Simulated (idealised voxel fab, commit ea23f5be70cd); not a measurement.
process module | voxel ribs on slabs
cross-section cut | 180 nm wide | cells 5 nm
A cross-section is a grid of square cells, given in bands from the top down. A band is one or more rows of cells.
Each band's line starts with the height of the band's top and of its bottom, in nm. Then come its materials from left to right, each with its width in nm. One material with "throughout" fills the band from edge to edge. "air" is empty space.
Height 0 is the level under which the wafer as received is all one material. The lowest band goes on downwards, as in "0 down".
A width such as "30 to 40" changes by the same amount from each row of cells to the next, from the band's top row to its bottom row.
"no change" after a step means that no cell of the cross-section changed.
closed voids: empty space of 8 cells or more with no open way to the top, each as width x height at its distance from the left edge, in nm
after a step's settings: what the simulator itself notes on the step
overlay nm, on a step with a mask: how far to the right of its planned place the mask lay; to the left if negative
plan
1 op RECEIVE | material Si
2 op DIRECTIONAL_DEP | material SiO2 | thk nm 25
3 op DIRECTIONAL_DEP | material polySi | thk nm 15
4 op DIRECTIONAL_DEP | material aC | thk nm 10
5 op PATTERN | tone cover | mask id RIB | material resist | width nm 20 | thk nm 30 | overlay nm 0
6 op DIRECTIONAL_ETCH | etch materials aC | depth nm 10
7 op STRIP | etch materials resist
8 op DIRECTIONAL_ETCH | etch materials polySi | depth nm 10
9 op STRIP | etch materials aC
10 op PATTERN | tone cover | mask id SLAB | material resist | width nm 70 | thk nm 15 | overlay nm 0
11 op DIRECTIONAL_ETCH | etch materials polySi | depth nm 5
12 op STRIP | etch materials resist
13 op FILL_DEP | material SiO2 | thk nm 25
14 op CMP | height nm 55
15 op DIRECTIONAL_DEP | material TiN | thk nm 10
16 op PATTERN | tone cover | mask id HEATER | material resist | width nm 30 | thk nm 15 | overlay nm 0
17 op DIRECTIONAL_ETCH | etch materials TiN | depth nm 10
18 op STRIP | etch materials resist
19 op CONFORMAL_DEP | material SiN | thk nm 5
as received, after step 1
  0 down: Si throughout
  closed voids: none
first wafer at the end, as planned
  70 to 65: air 70 | SiN 40 | air 70
  65 to 60: air 70 | SiN 5 | TiN 30 | SiN 5 | air 70
  60 to 55: SiN 75 | TiN 30 | SiN 75
  55 to 40: SiO2 throughout
  40 to 30: SiO2 80 | polySi 20 | SiO2 80
  30 to 25: SiO2 55 | polySi 70 | SiO2 55
  25 to 0: SiO2 throughout
  0 down: Si throughout
  closed voids: none
second wafer at the end: like start, like plan, one mistake
  70 to 65: air 70 | SiN 40 | air 70
  65 to 60: air 70 | SiN 5 | TiN 30 | SiN 5 | air 70
  60 to 55: SiN 75 | TiN 30 | SiN 75
  55 to 40: SiO2 throughout
  40 to 30: SiO2 80 to 55 | polySi 20 to 70 | SiO2 80 to 55
  30 to 25: polySi throughout
  25 to 0: SiO2 throughout
  0 down: Si throughout
  closed voids: none
what went wrong: step 8 ran as: op DIRECTIONAL_ETCH | etch materials polySi | depth nm 5
at the end the second wafer has, in cells: 32 fewer of SiO2 | 32 more of polySi
